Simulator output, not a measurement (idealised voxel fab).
process module | voxel fin reveal
Cross-section cut spans 195 nm and uses square cells 5 nm in size.
Reading order for cross-sections: top band down to bottom band. Underlying form: a grid of square cells. Band size: one or more rows of cells.
Each band's line starts with the height of the band's top and of its bottom, in nm. Then come its materials from left to right, each with its width in nm. One material with "full width" fills the band from edge to edge. "air" is empty space.
Heights are measured from 0, the level below which the as-received wafer is all one material; the lowest band has no bottom and continues downward, written as in "0 and below".
It should be noted that a width expressed as "30->40" varies in equal increments from row to row of cells within the band, taking the value of the first number at the top row and that of the second number at the bottom row.
"stayed the same", as given for a step, is the statement that not any cell of the cross-section underwent a change during that step.
Heads up: "Closed voids list" only lists the empty pockets with no open path to the top that are 8 cells or more, and it writes them as width x height at distance, distance from the left edge, in nm.
What comes after the settings on a step's line is commentary from the simulator itself on that step.
Among the settings permitted on a step's line is "overlay nm"; applied to a step with a mask, it specifies the extent to which the mask lay to the right of its planned position, whereas a negative figure signifies a position to the left.

## Planned process steps
| 1 | RECEIVE, material Si |
| 2 | CONFORMAL_DEP, material SiN, thk nm 10 |
| 3 | PATTERN, tone cover, mask id FINS, material resist, width nm 15, pitch nm 45, thk nm 20, overlay nm 0 |
| 4 | DIRECTIONAL_ETCH, etch materials SiN, depth nm 10 |
| 5 | DIRECTIONAL_ETCH, etch materials Si, depth nm 35 |
| 6 | STRIP, etch materials resist |
| 7 | FILL_DEP, material SiO2, thk nm 15 |
| 8 | CMP, height nm 10 |
| 9 | SELECTIVE_ETCH, etch materials SiO2, depth nm 35 |
| 10 | STRIP, etch materials SiN |

## First wafer of two (run as planned)

## Cross-section of the wafer as it came to us, i.e., already through step 1
* 0 and below = Si full width
* Closed voids list: none

## Cross-section through the wafer, step 2 finished
* 10 down to 0 = SiN full width
* No changes below 0.

## Cross-section through the wafer, step 3 finished
* 30 down to 10 = air (20) | resist (15) | air (30) | resist (15) | air (30) | resist (15) | air (30) | resist (15) | air (25)
* No changes below 10.

## Cross-section through the wafer, step 4 finished
* 30 down to 10 = air (20) | resist (15) | air (30) | resist (15) | air (30) | resist (15) | air (30) | resist (15) | air (25)
* 10 down to 0 = air (20) | SiN (15) | air (30) | SiN (15) | air (30) | SiN (15) | air (30) | SiN (15) | air (25)
* No changes below 0.

## Cross-section through the wafer, step 5 finished
* 30 down to 10 = air (20) | resist (15) | air (30) | resist (15) | air (30) | resist (15) | air (30) | resist (15) | air (25)
* 10 down to 0 = air (20) | SiN (15) | air (30) | SiN (15) | air (30) | SiN (15) | air (30) | SiN (15) | air (25)
* 0 down to -35 = air (20) | Si (15) | air (30) | Si (15) | air (30) | Si (15) | air (30) | Si (15) | air (25)
* No changes below -35.

## Cross-section through the wafer, step 6 finished
* 10 down to 0 = air (20) | SiN (15) | air (30) | SiN (15) | air (30) | SiN (15) | air (30) | SiN (15) | air (25)
* No changes below 0.

## Cross-section through the wafer, step 7 finished
* 25 down to 10 = SiO2 full width
* 10 down to 0 = SiO2 (20) | SiN (15) | SiO2 (30) | SiN (15) | SiO2 (30) | SiN (15) | SiO2 (30) | SiN (15) | SiO2 (25)
* 0 down to -35 = SiO2 (20) | Si (15) | SiO2 (30) | Si (15) | SiO2 (30) | Si (15) | SiO2 (30) | Si (15) | SiO2 (25)
* No changes below -35.

## Cross-section through the wafer, step 8 finished
* 10 down to 0 = SiO2 (20) | SiN (15) | SiO2 (30) | SiN (15) | SiO2 (30) | SiN (15) | SiO2 (30) | SiN (15) | SiO2 (25)
* No changes below 0.

## Cross-section through the wafer, step 9 finished
* 10 down to 0 = air (20) | SiN (15) | air (30) | SiN (15) | air (30) | SiN (15) | air (30) | SiN (15) | air (25)
* 0 down to -25 = air (20) | Si (15) | air (30) | Si (15) | air (30) | Si (15) | air (30) | Si (15) | air (25)
* No changes below -25.

## Cross-section through the wafer, step 10 finished
* 0 down to -25 = air (20) | Si (15) | air (30) | Si (15) | air (30) | Si (15) | air (30) | Si (15) | air (25)
* No changes below -25.

## It is to be noted that the second wafer proceeded from the same initial state and according to the same plan as the first, although one mistake was committed in its execution; through step 4, inclusive, the two wafers share an identical history

## The second wafer cut through, at the time step 5 was supposed to be finished
* 30 down to 10 = air (20) | resist (15) | air (30) | resist (15) | air (30) | resist (15) | air (30) | resist (15) | air (25)
* 10 down to 0 = air (20) | SiN (15) | air (30) | SiN (15) | air (30) | SiN (15) | air (30) | SiN (15) | air (25)
* 0 down to -70 = air (20) | Si (15) | air (30) | Si (15) | air (30) | Si (15) | air (30) | Si (15) | air (25)
* No changes below -70.

## The second wafer cut through, at the time step 6 was supposed to be finished
* 10 down to 0 = air (20) | SiN (15) | air (30) | SiN (15) | air (30) | SiN (15) | air (30) | SiN (15) | air (25)
* No changes below 0.

## The second wafer cut through, at the time step 7 was supposed to be finished
* 25 down to 10 = SiO2 full width
* 10 down to 0 = SiO2 (20) | SiN (15) | SiO2 (30) | SiN (15) | SiO2 (30) | SiN (15) | SiO2 (30) | SiN (15) | SiO2 (25)
* 0 down to -70 = SiO2 (20) | Si (15) | SiO2 (30) | Si (15) | SiO2 (30) | Si (15) | SiO2 (30) | Si (15) | SiO2 (25)
* No changes below -70.

## The second wafer cut through, at the time step 8 was supposed to be finished
* 10 down to 0 = SiO2 (20) | SiN (15) | SiO2 (30) | SiN (15) | SiO2 (30) | SiN (15) | SiO2 (30) | SiN (15) | SiO2 (25)
* No changes below 0.

## The second wafer cut through, at the time step 9 was supposed to be finished
* 10 down to 0 = air (20) | SiN (15) | air (30) | SiN (15) | air (30) | SiN (15) | air (30) | SiN (15) | air (25)
* 0 down to -25 = air (20) | Si (15) | air (30) | Si (15) | air (30) | Si (15) | air (30) | Si (15) | air (25)
* No changes below -25.

## The second wafer cut through, at the time step 10 was supposed to be finished
* 0 down to -25 = air (20) | Si (15) | air (30) | Si (15) | air (30) | Si (15) | air (30) | Si (15) | air (25)
* No changes below -25.
Processing error: step 5 in the plan was executed twice
Bottom line after processing is that, in cells, the second wafer is up or down on some materials versus the first: Si: 189 fewer; SiO2: 189 more
